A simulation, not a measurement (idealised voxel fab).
process module | voxel transistor to metal
cross-section cut | 180 nm wide | cells 5 nm
A cross-section is a grid of square cells, given in bands from the top down. A band is one or more rows of cells.
Each band's line starts with the height of the band's top and of its bottom, in nm. Then come its materials from left to right, each with its width in nm. One material with "throughout" fills the band from edge to edge. "air" is empty space.
Height 0 is the level under which the wafer as received is all one material. The lowest band goes on downwards, as in "0 down".
A width such as "30 to 40" changes by the same amount from each row of cells to the next, from the band's top row to its bottom row.
"no change" after a step means that no cell of the cross-section changed.
closed voids: empty space of 8 cells or more with no open way to the top, each as width x height at its distance from the left edge, in nm
after a step's settings: what the simulator itself notes on the step
overlay nm, on a step with a mask: how far to the right of its planned place the mask lay; to the left if negative
plan
1 op RECEIVE | material Si
2 op CONFORMAL_DEP | material SiO2 | thk nm 5
3 op CONFORMAL_DEP | material SiN | thk nm 15
4 op MASKED_ETCH | tone cover | mask id ACTIVE | width nm 115 | etch materials SiN | depth nm 15 | overlay nm 0
5 op MASKED_ETCH | tone cover | mask id ACTIVE | width nm 115 | etch materials SiO2 | depth nm 5 | overlay nm 0
6 op MASKED_ETCH | tone cover | mask id ACTIVE | width nm 115 | etch materials Si | depth nm 25 | overlay nm 0
7 op OXIDIZE | depth nm 5
8 op FILL_DEP | material SiO2 | thk nm 10
9 op CMP | height nm 20
10 op SELECTIVE_ETCH | etch materials SiO2 | depth nm 15
11 op STRIP | etch materials SiN
12 op SELECTIVE_ETCH | etch materials SiO2 | depth nm 5
13 op OXIDIZE | depth nm 5
14 op DIRECTIONAL_DEP | material polySi | thk nm 30
15 op DIRECTIONAL_DEP | material SiCN | thk nm 15
16 op PATTERN | tone cover | mask id GATE | material resist | width nm 25 | thk nm 15 | overlay nm 0
17 op DIRECTIONAL_ETCH | etch materials SiCN | depth nm 25
18 op DIRECTIONAL_ETCH | etch materials polySi | depth nm 40
19 op STRIP | etch materials resist
20 op CONFORMAL_DEP | material SiN | thk nm 10
21 op DIRECTIONAL_ETCH | etch materials SiN | depth nm 10
22 op DIRECTIONAL_ETCH | etch materials SiO2 | depth nm 5
23 op DIRECTIONAL_ETCH | etch materials Si | depth nm 10
24 op EPI | material pSi | thk nm 15
25 op FILL_DEP | material SiO2 | thk nm 10
26 op CMP | height nm 45
27 op DIRECTIONAL_DEP | material SiO2 | thk nm 15
28 op DIRECTIONAL_DEP | material aC | thk nm 15
29 op PATTERN | tone open | mask id CONTACT | material resist | width nm 15 | pitch nm 80 | thk nm 30 | overlay nm 0
30 op DIRECTIONAL_ETCH | etch materials aC | depth nm 15
31 op STRIP | etch materials resist
32 op DIRECTIONAL_ETCH | etch materials SiO2 | depth nm 60
33 op STRIP | etch materials aC
34 op CONFORMAL_DEP | material TiN | thk nm 5
35 op FILL_DEP | material Ru | thk nm 5
36 op CMP | height nm 60
37 op CONFORMAL_DEP | material SiN | thk nm 5
38 op DIRECTIONAL_DEP | material SiO2 | thk nm 15
39 op DIRECTIONAL_DEP | material aC | thk nm 10
40 op PATTERN | tone open | mask id METAL_1 | material resist | width nm 15 | pitch nm 80 | thk nm 30 | overlay nm 0
41 op DIRECTIONAL_ETCH | etch materials aC | depth nm 10
42 op STRIP | etch materials resist
43 op DIRECTIONAL_ETCH | etch materials SiO2 | depth nm 15
44 op DIRECTIONAL_ETCH | etch materials SiN | depth nm 5
45 op STRIP | etch materials aC
46 op CONFORMAL_DEP | material TiN | thk nm 5
47 op FILL_DEP | material Ru | thk nm 5
48 op CMP | height nm 80
49 op CONFORMAL_DEP | material SiCN | thk nm 5
50 op DIRECTIONAL_DEP | material SiO2 | thk nm 30
51 op DIRECTIONAL_DEP | material aC | thk nm 10
52 op PATTERN | tone open | mask id METAL_2 | material resist | width nm 15 | pitch nm 80 | thk nm 25 | overlay nm 0
53 op DIRECTIONAL_ETCH | etch materials aC | depth nm 10
54 op STRIP | etch materials resist
55 op DIRECTIONAL_ETCH | etch materials SiO2 | depth nm 20
56 op STRIP | etch materials aC
57 op MASKED_ETCH | tone open | mask id METAL_2_HOLES | width nm 15 | pitch nm 80 | etch materials SiO2 | depth nm 10 | overlay nm 0
58 op MASKED_ETCH | tone open | mask id METAL_2_HOLES | width nm 15 | pitch nm 80 | etch materials SiCN | depth nm 5 | overlay nm 0
59 op CONFORMAL_DEP | material TiN | thk nm 5
60 op FILL_DEP | material Cu | thk nm 10
61 op CMP | height nm 115
62 op CONFORMAL_DEP | material SiN | thk nm 5
first wafer, as planned
as received, after step 1
  0 down: Si throughout
  closed voids: none
after step 2
  5 to 0: SiO2 throughout
  below 0: unchanged
after step 3
  20 to 5: SiN throughout
  below 5: unchanged
after step 4
  20 to 5: air 30 | SiN 115 | air 35
  below 5: unchanged
after step 5
  20 to 5: air 30 | SiN 115 | air 35
  5 to 0: air 30 | SiO2 115 | air 35
  below 0: unchanged
after step 6
  20 to 5: air 30 | SiN 115 | air 35
  5 to 0: air 30 | SiO2 115 | air 35
  0 to -25: air 30 | Si 115 | air 35
  below -25: unchanged
after step 7
  20 to 5: air 30 | SiN 115 | air 35
  5 to 0: air 30 | SiO2 115 | air 35
  0 to -25: air 30 | SiO2 5 | Si 105 | SiO2 5 | air 35
  -25 to -30: SiO2 35 | Si 105 | SiO2 40
  below -30: unchanged
after step 8
  30 to 20: SiO2 throughout
  20 to 5: SiO2 30 | SiN 115 | SiO2 35
  5 to 0: SiO2 throughout
  0 to -30: SiO2 35 | Si 105 | SiO2 40
  below -30: unchanged
after step 9
  20 to 5: SiO2 30 | SiN 115 | SiO2 35
  below 5: unchanged
after step 10
  20 to 5: air 30 | SiN 115 | air 35
  below 5: unchanged
after step 11
  5 to 0: SiO2 throughout
  below 0: unchanged
after step 12
  0 to -30: SiO2 35 | Si 105 | SiO2 40
  below -30: unchanged
after step 13
  0 to -5: SiO2 throughout
  below -5: unchanged
after step 14
  30 to 0: polySi throughout
  below 0: unchanged
after step 15
  45 to 30: SiCN throughout
  below 30: unchanged
after step 16
  60 to 45: air 75 | resist 25 | air 80
  below 45: unchanged
after step 17
  60 to 45: air 75 | resist 25 | air 80
  45 to 30: air 75 | SiCN 25 | air 80
  below 30: unchanged
after step 18
  60 to 45: air 75 | resist 25 | air 80
  45 to 30: air 75 | SiCN 25 | air 80
  30 to 0: air 75 | polySi 25 | air 80
  below 0: unchanged
after step 19
  45 to 30: air 75 | SiCN 25 | air 80
  below 30: unchanged
after step 20
  55 to 45: air 65 | SiN 45 | air 70
  45 to 30: air 65 | SiN 10 | SiCN 25 | SiN 10 | air 70
  30 to 10: air 65 | SiN 10 | polySi 25 | SiN 10 | air 70
  10 to 0: SiN 75 | polySi 25 | SiN 80
  below 0: unchanged
after step 21
  45 to 30: air 65 | SiN 10 | SiCN 25 | SiN 10 | air 70
  30 to 0: air 65 | SiN 10 | polySi 25 | SiN 10 | air 70
  below 0: unchanged
after step 22
  45 to 30: air 65 | SiN 10 | SiCN 25 | SiN 10 | air 70
  30 to 0: air 65 | SiN 10 | polySi 25 | SiN 10 | air 70
  0 to -5: air 65 | SiO2 45 | air 70
  below -5: unchanged
after step 23
  45 to 30: air 65 | SiN 10 | SiCN 25 | SiN 10 | air 70
  30 to 0: air 65 | SiN 10 | polySi 25 | SiN 10 | air 70
  0 to -5: air 65 | SiO2 45 | air 70
  -5 to -15: SiO2 35 | air 30 | Si 45 | air 30 | SiO2 40
  below -15: unchanged
after step 24
  45 to 30: air 65 | SiN 10 | SiCN 25 | SiN 10 | air 70
  30 to 10: air 65 | SiN 10 | polySi 25 | SiN 10 | air 70
  10 to 0: air 50 | pSi 15 | SiN 10 | polySi 25 | SiN 10 | pSi 15 | air 55
  0 to -5: air 30 | pSi 35 | SiO2 45 | pSi 35 | air 35
  -5 to -15: SiO2 35 | pSi 30 | Si 45 | pSi 30 | SiO2 40
  below -15: unchanged
after step 25
  55 to 45: SiO2 throughout
  45 to 30: SiO2 65 | SiN 10 | SiCN 25 | SiN 10 | SiO2 70
  30 to 10: SiO2 65 | SiN 10 | polySi 25 | SiN 10 | SiO2 70
  10 to 0: SiO2 50 | pSi 15 | SiN 10 | polySi 25 | SiN 10 | pSi 15 | SiO2 55
  0 to -5: SiO2 30 | pSi 35 | SiO2 45 | pSi 35 | SiO2 35
  below -5: unchanged
after step 26
  45 to 30: SiO2 65 | SiN 10 | SiCN 25 | SiN 10 | SiO2 70
  below 30: unchanged
after step 27
  60 to 45: SiO2 throughout
  below 45: unchanged
after step 28
  75 to 60: aC throughout
  below 60: unchanged
after step 29
  105 to 75: resist 40 | air 15 | resist 65 | air 15 | resist 45
  below 75: unchanged
after step 30
  90 to 75: resist 40 | air 15 | resist 65 | air 15 | resist 45
  75 to 60: aC 40 | air 15 | aC 65 | air 15 | aC 45
  below 60: unchanged
after step 31
  75 to 60: aC 40 | air 15 | aC 65 | air 15 | aC 45
  below 60: unchanged
after step 32
  75 to 60: aC 40 | air 15 | aC 65 | air 15 | aC 45
  60 to 45: SiO2 40 | air 15 | SiO2 65 | air 15 | SiO2 45
  45 to 30: SiO2 40 | air 15 | SiO2 10 | SiN 10 | SiCN 25 | SiN 10 | SiO2 10 | air 15 | SiO2 45
  30 to 10: SiO2 40 | air 15 | SiO2 10 | SiN 10 | polySi 25 | SiN 10 | SiO2 10 | air 15 | SiO2 45
  10 to 0: SiO2 40 | air 10 | pSi 15 | SiN 10 | polySi 25 | SiN 10 | pSi 15 | air 10 | SiO2 45
  below 0: unchanged
after step 33
  60 to 45: SiO2 40 | air 15 | SiO2 65 | air 15 | SiO2 45
  below 45: unchanged
after step 34
  65 to 60: TiN 45 | air 5 | TiN 75 | air 5 | TiN 50
  60 to 45: SiO2 40 | TiN 5 | air 5 | TiN 5 | SiO2 65 | TiN 5 | air 5 | TiN 5 | SiO2 45
  45 to 30: SiO2 40 | TiN 5 | air 5 | TiN 5 | SiO2 10 | SiN 10 | SiCN 25 | SiN 10 | SiO2 10 | TiN 5 | air 5 | TiN 5 | SiO2 45
  30 to 15: SiO2 40 | TiN 5 | air 5 | TiN 5 | SiO2 10 | SiN 10 | polySi 25 | SiN 10 | SiO2 10 | TiN 5 | air 5 | TiN 5 | SiO2 45
  15 to 10: SiO2 40 | TiN 15 | SiO2 10 | SiN 10 | polySi 25 | SiN 10 | SiO2 10 | TiN 15 | SiO2 45
  10 to 0: SiO2 40 | TiN 10 | pSi 15 | SiN 10 | polySi 25 | SiN 10 | pSi 15 | TiN 10 | SiO2 45
  below 0: unchanged
after step 35
  70 to 65: Ru throughout
  65 to 60: TiN 45 | Ru 5 | TiN 75 | Ru 5 | TiN 50
  60 to 45: SiO2 40 | TiN 5 | Ru 5 | TiN 5 | SiO2 65 | TiN 5 | Ru 5 | TiN 5 | SiO2 45
  45 to 30: SiO2 40 | TiN 5 | Ru 5 | TiN 5 | SiO2 10 | SiN 10 | SiCN 25 | SiN 10 | SiO2 10 | TiN 5 | Ru 5 | TiN 5 | SiO2 45
  30 to 15: SiO2 40 | TiN 5 | Ru 5 | TiN 5 | SiO2 10 | SiN 10 | polySi 25 | SiN 10 | SiO2 10 | TiN 5 | Ru 5 | TiN 5 | SiO2 45
  below 15: unchanged
after step 36
  60 to 45: SiO2 40 | TiN 5 | Ru 5 | TiN 5 | SiO2 65 | TiN 5 | Ru 5 | TiN 5 | SiO2 45
  below 45: unchanged
after step 37
  65 to 60: SiN throughout
  below 60: unchanged
after step 38
  80 to 65: SiO2 throughout
  below 65: unchanged
after step 39
  90 to 80: aC throughout
  below 80: unchanged
after step 40
  120 to 90: resist 40 | air 15 | resist 65 | air 15 | resist 45
  below 90: unchanged
after step 41
  110 to 90: resist 40 | air 15 | resist 65 | air 15 | resist 45
  90 to 80: aC 40 | air 15 | aC 65 | air 15 | aC 45
  below 80: unchanged
after step 42
  90 to 80: aC 40 | air 15 | aC 65 | air 15 | aC 45
  below 80: unchanged
after step 43
  90 to 80: aC 40 | air 15 | aC 65 | air 15 | aC 45
  80 to 65: SiO2 40 | air 15 | SiO2 65 | air 15 | SiO2 45
  below 65: unchanged
after step 44
  90 to 80: aC 40 | air 15 | aC 65 | air 15 | aC 45
  80 to 65: SiO2 40 | air 15 | SiO2 65 | air 15 | SiO2 45
  65 to 60: SiN 40 | air 15 | SiN 65 | air 15 | SiN 45
  below 60: unchanged
after step 45
  80 to 65: SiO2 40 | air 15 | SiO2 65 | air 15 | SiO2 45
  below 65: unchanged
after step 46
  85 to 80: TiN 45 | air 5 | TiN 75 | air 5 | TiN 50
  80 to 65: SiO2 40 | TiN 5 | air 5 | TiN 5 | SiO2 65 | TiN 5 | air 5 | TiN 5 | SiO2 45
  65 to 60: SiN 40 | TiN 15 | SiN 65 | TiN 15 | SiN 45
  below 60: unchanged
after step 47
  90 to 85: Ru throughout
  85 to 80: TiN 45 | Ru 5 | TiN 75 | Ru 5 | TiN 50
  80 to 65: SiO2 40 | TiN 5 | Ru 5 | TiN 5 | SiO2 65 | TiN 5 | Ru 5 | TiN 5 | SiO2 45
  below 65: unchanged
after step 48
  80 to 65: SiO2 40 | TiN 5 | Ru 5 | TiN 5 | SiO2 65 | TiN 5 | Ru 5 | TiN 5 | SiO2 45
  below 65: unchanged
after step 49
  85 to 80: SiCN throughout
  below 80: unchanged
after step 50
  115 to 85: SiO2 throughout
  below 85: unchanged
after step 51
  125 to 115: aC throughout
  below 115: unchanged
after step 52
  150 to 125: resist 40 | air 15 | resist 65 | air 15 | resist 45
  below 125: unchanged
after step 53
  140 to 125: resist 40 | air 15 | resist 65 | air 15 | resist 45
  125 to 115: aC 40 | air 15 | aC 65 | air 15 | aC 45
  below 115: unchanged
after step 54
  125 to 115: aC 40 | air 15 | aC 65 | air 15 | aC 45
  below 115: unchanged
after step 55
  125 to 115: aC 40 | air 15 | aC 65 | air 15 | aC 45
  115 to 95: SiO2 40 | air 15 | SiO2 65 | air 15 | SiO2 45
  below 95: unchanged
after step 56
  115 to 95: SiO2 40 | air 15 | SiO2 65 | air 15 | SiO2 45
  below 95: unchanged
after step 57
  115 to 85: SiO2 40 | air 15 | SiO2 65 | air 15 | SiO2 45
  below 85: unchanged
after step 58
  115 to 85: SiO2 40 | air 15 | SiO2 65 | air 15 | SiO2 45
  85 to 80: SiCN 40 | air 15 | SiCN 65 | air 15 | SiCN 45
  below 80: unchanged
after step 59
  120 to 115: TiN 45 | air 5 | TiN 75 | air 5 | TiN 50
  115 to 85: SiO2 40 | TiN 5 | air 5 | TiN 5 | SiO2 65 | TiN 5 | air 5 | TiN 5 | SiO2 45
  85 to 80: SiCN 40 | TiN 15 | SiCN 65 | TiN 15 | SiCN 45
  below 80: unchanged
after step 60
  130 to 120: Cu throughout
  120 to 115: TiN 45 | Cu 5 | TiN 75 | Cu 5 | TiN 50
  115 to 85: SiO2 40 | TiN 5 | Cu 5 | TiN 5 | SiO2 65 | TiN 5 | Cu 5 | TiN 5 | SiO2 45
  below 85: unchanged
after step 61
  115 to 85: SiO2 40 | TiN 5 | Cu 5 | TiN 5 | SiO2 65 | TiN 5 | Cu 5 | TiN 5 | SiO2 45
  below 85: unchanged
after step 62
  120 to 115: SiN throughout
  below 115: unchanged
second wafer: like start, like plan, one mistake. Through step 9 it matches the first wafer
when step 10 should have ended
  20 to 5: SiO2 30 | air 115 | SiO2 35
  below 5: unchanged
when step 11 should have ended
  5 to 0: SiO2 15 | air 145 | SiO2 20
  0 to -10: SiO2 15 | air 20 | Si 105 | air 20 | SiO2 20
  below -10: unchanged
when step 12 should have ended
  0 to -15: SiO2 10 | air 25 | Si 105 | air 25 | SiO2 15
  below -15: unchanged
when step 13 should have ended
  0 to -5: SiO2 10 | air 25 | SiO2 105 | air 25 | SiO2 15
  -5 to -15: SiO2 10 | air 25 | SiO2 5 | Si 95 | SiO2 5 | air 25 | SiO2 15
  -15 to -20: SiO2 40 | Si 95 | SiO2 45
  below -20: unchanged
when step 14 should have ended
  30 to 15: polySi 10 | air 25 | polySi 105 | air 25 | polySi 15
  15 to 0: polySi throughout
  0 to -5: SiO2 10 | polySi 25 | SiO2 105 | polySi 25 | SiO2 15
  -5 to -15: SiO2 10 | polySi 25 | SiO2 5 | Si 95 | SiO2 5 | polySi 25 | SiO2 15
  below -15: unchanged
when step 15 should have ended
  45 to 30: SiCN 10 | air 25 | SiCN 105 | air 25 | SiCN 15
  30 to 15: polySi 10 | SiCN 25 | polySi 105 | SiCN 25 | polySi 15
  below 15: unchanged
when step 16 should have ended
  60 to 45: air 75 | resist 25 | air 80
  below 45: unchanged
when step 17 should have ended
  60 to 45: air 75 | resist 25 | air 80
  45 to 30: air 75 | SiCN 25 | air 80
  30 to 15: polySi 10 | air 25 | polySi 105 | air 25 | polySi 15
  below 15: unchanged
when step 18 should have ended
  60 to 45: air 75 | resist 25 | air 80
  45 to 30: air 75 | SiCN 25 | air 80
  30 to 0: air 75 | polySi 25 | air 80
  0 to -5: SiO2 10 | air 25 | SiO2 105 | air 25 | SiO2 15
  -5 to -15: SiO2 10 | air 25 | SiO2 5 | Si 95 | SiO2 5 | air 25 | SiO2 15
  below -15: unchanged
when step 19 should have ended
  45 to 30: air 75 | SiCN 25 | air 80
  below 30: unchanged
when step 20 should have ended
  55 to 45: air 65 | SiN 45 | air 70
  45 to 30: air 65 | SiN 10 | SiCN 25 | SiN 10 | air 70
  30 to 10: air 65 | SiN 10 | polySi 25 | SiN 10 | air 70
  10 to 0: SiN 20 | air 5 | SiN 50 | polySi 25 | SiN 50 | air 5 | SiN 25
  0 to -5: SiO2 10 | SiN 10 | air 5 | SiN 10 | SiO2 105 | SiN 10 | air 5 | SiN 10 | SiO2 15
  -5 to -15: SiO2 10 | SiN 25 | SiO2 5 | Si 95 | SiO2 5 | SiN 25 | SiO2 15
  below -15: unchanged
when step 21 should have ended
  45 to 30: air 65 | SiN 10 | SiCN 25 | SiN 10 | air 70
  30 to 0: air 65 | SiN 10 | polySi 25 | SiN 10 | air 70
  0 to -5: SiO2 10 | SiN 10 | air 5 | SiN 10 | SiO2 105 | SiN 10 | air 5 | SiN 10 | SiO2 15
  -5 to -15: SiO2 10 | SiN 10 | air 5 | SiN 10 | SiO2 5 | Si 95 | SiO2 5 | SiN 10 | air 5 | SiN 10 | SiO2 15
  below -15: unchanged
when step 22 should have ended
  45 to 30: air 65 | SiN 10 | SiCN 25 | SiN 10 | air 70
  30 to 0: air 65 | SiN 10 | polySi 25 | SiN 10 | air 70
  0 to -5: air 10 | SiN 10 | air 5 | SiN 10 | air 30 | SiO2 45 | air 30 | SiN 10 | air 5 | SiN 10 | air 15
  -5 to -15: SiO2 10 | SiN 10 | air 5 | SiN 10 | SiO2 5 | Si 95 | SiO2 5 | SiN 10 | air 5 | SiN 10 | SiO2 15
  -15 to -20: SiO2 20 | air 5 | SiO2 15 | Si 95 | SiO2 15 | air 5 | SiO2 25
  below -20: unchanged
when step 23 should have ended
  45 to 30: air 65 | SiN 10 | SiCN 25 | SiN 10 | air 70
  30 to 0: air 65 | SiN 10 | polySi 25 | SiN 10 | air 70
  0 to -5: air 10 | SiN 10 | air 5 | SiN 10 | air 30 | SiO2 45 | air 30 | SiN 10 | air 5 | SiN 10 | air 15
  -5 to -15: SiO2 10 | SiN 10 | air 5 | SiN 10 | SiO2 5 | air 25 | Si 45 | air 25 | SiO2 5 | SiN 10 | air 5 | SiN 10 | SiO2 15
  below -15: unchanged
when step 24 should have ended
  45 to 30: air 65 | SiN 10 | SiCN 25 | SiN 10 | air 70
  30 to 10: air 65 | SiN 10 | polySi 25 | SiN 10 | air 70
  10 to 0: air 50 | pSi 15 | SiN 10 | polySi 25 | SiN 10 | pSi 15 | air 55
  0 to -5: air 10 | SiN 10 | air 5 | SiN 10 | pSi 30 | SiO2 45 | pSi 30 | SiN 10 | air 5 | SiN 10 | air 15
  -5 to -15: SiO2 10 | SiN 10 | air 5 | SiN 10 | SiO2 5 | pSi 25 | Si 45 | pSi 25 | SiO2 5 | SiN 10 | air 5 | SiN 10 | SiO2 15
  below -15: unchanged
when step 25 should have ended
  55 to 45: SiO2 throughout
  45 to 30: SiO2 65 | SiN 10 | SiCN 25 | SiN 10 | SiO2 70
  30 to 10: SiO2 65 | SiN 10 | polySi 25 | SiN 10 | SiO2 70
  10 to 0: SiO2 50 | pSi 15 | SiN 10 | polySi 25 | SiN 10 | pSi 15 | SiO2 55
  0 to -5: SiO2 10 | SiN 10 | SiO2 5 | SiN 10 | pSi 30 | SiO2 45 | pSi 30 | SiN 10 | SiO2 5 | SiN 10 | SiO2 15
  -5 to -15: SiO2 10 | SiN 10 | SiO2 5 | SiN 10 | SiO2 5 | pSi 25 | Si 45 | pSi 25 | SiO2 5 | SiN 10 | SiO2 5 | SiN 10 | SiO2 15
  -15 to -20: SiO2 40 | Si 95 | SiO2 45
  below -20: unchanged
when step 26 should have ended
  45 to 30: SiO2 65 | SiN 10 | SiCN 25 | SiN 10 | SiO2 70
  below 30: unchanged
when step 27 should have ended
  60 to 45: SiO2 throughout
  below 45: unchanged
when step 28 should have ended
  75 to 60: aC throughout
  below 60: unchanged
when step 29 should have ended
  105 to 75: resist 40 | air 15 | resist 65 | air 15 | resist 45
  below 75: unchanged
when step 30 should have ended
  90 to 75: resist 40 | air 15 | resist 65 | air 15 | resist 45
  75 to 60: aC 40 | air 15 | aC 65 | air 15 | aC 45
  below 60: unchanged
when step 31 should have ended
  75 to 60: aC 40 | air 15 | aC 65 | air 15 | aC 45
  below 60: unchanged
when step 32 should have ended
  75 to 60: aC 40 | air 15 | aC 65 | air 15 | aC 45
  60 to 45: SiO2 40 | air 15 | SiO2 65 | air 15 | SiO2 45
  45 to 30: SiO2 40 | air 15 | SiO2 10 | SiN 10 | SiCN 25 | SiN 10 | SiO2 10 | air 15 | SiO2 45
  30 to 10: SiO2 40 | air 15 | SiO2 10 | SiN 10 | polySi 25 | SiN 10 | SiO2 10 | air 15 | SiO2 45
  10 to 0: SiO2 40 | air 10 | pSi 15 | SiN 10 | polySi 25 | SiN 10 | pSi 15 | air 10 | SiO2 45
  below 0: unchanged
when step 33 should have ended
  60 to 45: SiO2 40 | air 15 | SiO2 65 | air 15 | SiO2 45
  below 45: unchanged
when step 34 should have ended
  65 to 60: TiN 45 | air 5 | TiN 75 | air 5 | TiN 50
  60 to 45: SiO2 40 | TiN 5 | air 5 | TiN 5 | SiO2 65 | TiN 5 | air 5 | TiN 5 | SiO2 45
  45 to 30: SiO2 40 | TiN 5 | air 5 | TiN 5 | SiO2 10 | SiN 10 | SiCN 25 | SiN 10 | SiO2 10 | TiN 5 | air 5 | TiN 5 | SiO2 45
  30 to 15: SiO2 40 | TiN 5 | air 5 | TiN 5 | SiO2 10 | SiN 10 | polySi 25 | SiN 10 | SiO2 10 | TiN 5 | air 5 | TiN 5 | SiO2 45
  15 to 10: SiO2 40 | TiN 15 | SiO2 10 | SiN 10 | polySi 25 | SiN 10 | SiO2 10 | TiN 15 | SiO2 45
  10 to 0: SiO2 40 | TiN 10 | pSi 15 | SiN 10 | polySi 25 | SiN 10 | pSi 15 | TiN 10 | SiO2 45
  below 0: unchanged
when step 35 should have ended
  70 to 65: Ru throughout
  65 to 60: TiN 45 | Ru 5 | TiN 75 | Ru 5 | TiN 50
  60 to 45: SiO2 40 | TiN 5 | Ru 5 | TiN 5 | SiO2 65 | TiN 5 | Ru 5 | TiN 5 | SiO2 45
  45 to 30: SiO2 40 | TiN 5 | Ru 5 | TiN 5 | SiO2 10 | SiN 10 | SiCN 25 | SiN 10 | SiO2 10 | TiN 5 | Ru 5 | TiN 5 | SiO2 45
  30 to 15: SiO2 40 | TiN 5 | Ru 5 | TiN 5 | SiO2 10 | SiN 10 | polySi 25 | SiN 10 | SiO2 10 | TiN 5 | Ru 5 | TiN 5 | SiO2 45
  below 15: unchanged
when step 36 should have ended
  60 to 45: SiO2 40 | TiN 5 | Ru 5 | TiN 5 | SiO2 65 | TiN 5 | Ru 5 | TiN 5 | SiO2 45
  below 45: unchanged
when step 37 should have ended
  65 to 60: SiN throughout
  below 60: unchanged
when step 38 should have ended
  80 to 65: SiO2 throughout
  below 65: unchanged
when step 39 should have ended
  90 to 80: aC throughout
  below 80: unchanged
when step 40 should have ended
  120 to 90: resist 40 | air 15 | resist 65 | air 15 | resist 45
  below 90: unchanged
when step 41 should have ended
  110 to 90: resist 40 | air 15 | resist 65 | air 15 | resist 45
  90 to 80: aC 40 | air 15 | aC 65 | air 15 | aC 45
  below 80: unchanged
when step 42 should have ended
  90 to 80: aC 40 | air 15 | aC 65 | air 15 | aC 45
  below 80: unchanged
when step 43 should have ended
  90 to 80: aC 40 | air 15 | aC 65 | air 15 | aC 45
  80 to 65: SiO2 40 | air 15 | SiO2 65 | air 15 | SiO2 45
  below 65: unchanged
when step 44 should have ended
  90 to 80: aC 40 | air 15 | aC 65 | air 15 | aC 45
  80 to 65: SiO2 40 | air 15 | SiO2 65 | air 15 | SiO2 45
  65 to 60: SiN 40 | air 15 | SiN 65 | air 15 | SiN 45
  below 60: unchanged
when step 45 should have ended
  80 to 65: SiO2 40 | air 15 | SiO2 65 | air 15 | SiO2 45
  below 65: unchanged
when step 46 should have ended
  85 to 80: TiN 45 | air 5 | TiN 75 | air 5 | TiN 50
  80 to 65: SiO2 40 | TiN 5 | air 5 | TiN 5 | SiO2 65 | TiN 5 | air 5 | TiN 5 | SiO2 45
  65 to 60: SiN 40 | TiN 15 | SiN 65 | TiN 15 | SiN 45
  below 60: unchanged
when step 47 should have ended
  90 to 85: Ru throughout
  85 to 80: TiN 45 | Ru 5 | TiN 75 | Ru 5 | TiN 50
  80 to 65: SiO2 40 | TiN 5 | Ru 5 | TiN 5 | SiO2 65 | TiN 5 | Ru 5 | TiN 5 | SiO2 45
  below 65: unchanged
when step 48 should have ended
  80 to 65: SiO2 40 | TiN 5 | Ru 5 | TiN 5 | SiO2 65 | TiN 5 | Ru 5 | TiN 5 | SiO2 45
  below 65: unchanged
when step 49 should have ended
  85 to 80: SiCN throughout
  below 80: unchanged
when step 50 should have ended
  115 to 85: SiO2 throughout
  below 85: unchanged
when step 51 should have ended
  125 to 115: aC throughout
  below 115: unchanged
when step 52 should have ended
  150 to 125: resist 40 | air 15 | resist 65 | air 15 | resist 45
  below 125: unchanged
when step 53 should have ended
  140 to 125: resist 40 | air 15 | resist 65 | air 15 | resist 45
  125 to 115: aC 40 | air 15 | aC 65 | air 15 | aC 45
  below 115: unchanged
when step 54 should have ended
  125 to 115: aC 40 | air 15 | aC 65 | air 15 | aC 45
  below 115: unchanged
when step 55 should have ended
  125 to 115: aC 40 | air 15 | aC 65 | air 15 | aC 45
  115 to 95: SiO2 40 | air 15 | SiO2 65 | air 15 | SiO2 45
  below 95: unchanged
when step 56 should have ended
  115 to 95: SiO2 40 | air 15 | SiO2 65 | air 15 | SiO2 45
  below 95: unchanged
when step 57 should have ended
  115 to 85: SiO2 40 | air 15 | SiO2 65 | air 15 | SiO2 45
  below 85: unchanged
when step 58 should have ended
  115 to 85: SiO2 40 | air 15 | SiO2 65 | air 15 | SiO2 45
  85 to 80: SiCN 40 | air 15 | SiCN 65 | air 15 | SiCN 45
  below 80: unchanged
when step 59 should have ended
  120 to 115: TiN 45 | air 5 | TiN 75 | air 5 | TiN 50
  115 to 85: SiO2 40 | TiN 5 | air 5 | TiN 5 | SiO2 65 | TiN 5 | air 5 | TiN 5 | SiO2 45
  85 to 80: SiCN 40 | TiN 15 | SiCN 65 | TiN 15 | SiCN 45
  below 80: unchanged
when step 60 should have ended
  130 to 120: Cu throughout
  120 to 115: TiN 45 | Cu 5 | TiN 75 | Cu 5 | TiN 50
  115 to 85: SiO2 40 | TiN 5 | Cu 5 | TiN 5 | SiO2 65 | TiN 5 | Cu 5 | TiN 5 | SiO2 45
  below 85: unchanged
when step 61 should have ended
  115 to 85: SiO2 40 | TiN 5 | Cu 5 | TiN 5 | SiO2 65 | TiN 5 | Cu 5 | TiN 5 | SiO2 45
  below 85: unchanged
when step 62 should have ended
  120 to 115: SiN throughout
  below 115: unchanged
what went wrong: steps 10 and 11 were swapped
at the end the second wafer has, in cells: 2 fewer of Si | 24 more of SiN | 16 fewer of SiO2 | 6 fewer of pSi
